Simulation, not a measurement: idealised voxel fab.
process module | voxel self aligned vias
cross-section cut | 245 nm wide | cells 5 nm
A cross-section is a grid of square cells, given in bands from the top down. A band is one or more rows of cells.
Each band's line starts with the height of the band's top and of its bottom, in nm. Then come its materials from left to right, each with its width in nm. One material with "throughout" fills the band from edge to edge. "air" is empty space.
Height 0 is the level under which the wafer as received is all one material. The lowest band goes on downwards, as in "0 down".
A width such as "30 to 40" changes by the same amount from each row of cells to the next, from the band's top row to its bottom row.
"no change" after a step means that no cell of the cross-section changed.
closed voids: empty space of 8 cells or more with no open way to the top, each as width x height at its distance from the left edge, in nm
after a step's settings: what the simulator itself notes on the step
overlay nm, on a step with a mask: how far to the right of its planned place the mask lay; to the left if negative
plan
1 op RECEIVE | material Si
2 op CONFORMAL_DEP | material SiO2 | thk nm 15
3 op CONFORMAL_DEP | material SiCN | thk nm 5
4 op DIRECTIONAL_DEP | material lowk | thk nm 20
5 op DIRECTIONAL_DEP | material aC | thk nm 10
6 op PATTERN | tone open | mask id LINES | material resist | width nm 30 | pitch nm 70 | thk nm 30 | overlay nm 0
7 op DIRECTIONAL_ETCH | etch materials aC | depth nm 10
8 op STRIP | etch materials resist
9 op DIRECTIONAL_ETCH | etch materials lowk | depth nm 20
10 op STRIP | etch materials aC
11 op CONFORMAL_DEP | material TiN | thk nm 5
12 op FILL_DEP | material W | thk nm 10
13 op CMP | height nm 40
14 op SELECTIVE_ETCH | etch materials W Ru TiN | depth nm 10
15 op FILL_DEP | material SiN | thk nm 10
16 op CMP | height nm 40
17 op DIRECTIONAL_DEP | material lowk | thk nm 20
18 op PATTERN | tone open | mask id VIAS | material resist | width nm 40 | pitch nm 70 | thk nm 15 | overlay nm 0
19 op DIRECTIONAL_ETCH | etch materials lowk | depth nm 20
20 op DIRECTIONAL_ETCH | etch materials SiN | depth nm 10
21 op STRIP | etch materials resist
22 op CONFORMAL_DEP | material TiN | thk nm 5
23 op FILL_DEP | material Ru | thk nm 10
24 op CMP | height nm 60
25 op CONFORMAL_DEP | material SiCN | thk nm 5
as received, after step 1
  0 down: Si throughout
  closed voids: none
a wafer at the end: this start, this plan, one mistake
  65 to 60: SiCN throughout
  60 to 45: lowk 30 | TiN 5 | Ru 30 | TiN 5 | lowk 30 | TiN 5 | Ru 30 | TiN 5 | lowk 30 | TiN 5 | Ru 30 | TiN 5 | lowk 35
  45 to 40: lowk 30 | TiN 20 | Ru 15 | TiN 5 | lowk 30 | TiN 20 | Ru 15 | TiN 5 | lowk 30 | TiN 20 | Ru 15 | TiN 5 | lowk 35
  40 to 35: lowk 45 | TiN 5 | Ru 15 | TiN 5 | SiN 5 | lowk 40 | TiN 5 | Ru 15 | TiN 5 | SiN 5 | lowk 40 | TiN 5 | Ru 15 | TiN 5 | SiN 5 | lowk 30
  35 to 30: lowk 45 | TiN 25 | SiN 5 | lowk 40 | TiN 25 | SiN 5 | lowk 40 | TiN 25 | SiN 5 | lowk 30
  30 to 25: lowk 45 | TiN 5 | W 20 | TiN 5 | lowk 40 | TiN 5 | W 20 | TiN 5 | lowk 40 | TiN 5 | W 20 | TiN 5 | lowk 30
  25 to 20: lowk 45 | TiN 30 | lowk 40 | TiN 30 | lowk 40 | TiN 30 | lowk 30
  20 to 15: SiCN throughout
  15 to 0: SiO2 throughout
  0 down: Si throughout
  closed voids: none
what went wrong: step 6 ran as: op PATTERN | tone open | mask id LINES | material resist | width nm 30 | pitch nm 70 | thk nm 30 | overlay nm 10
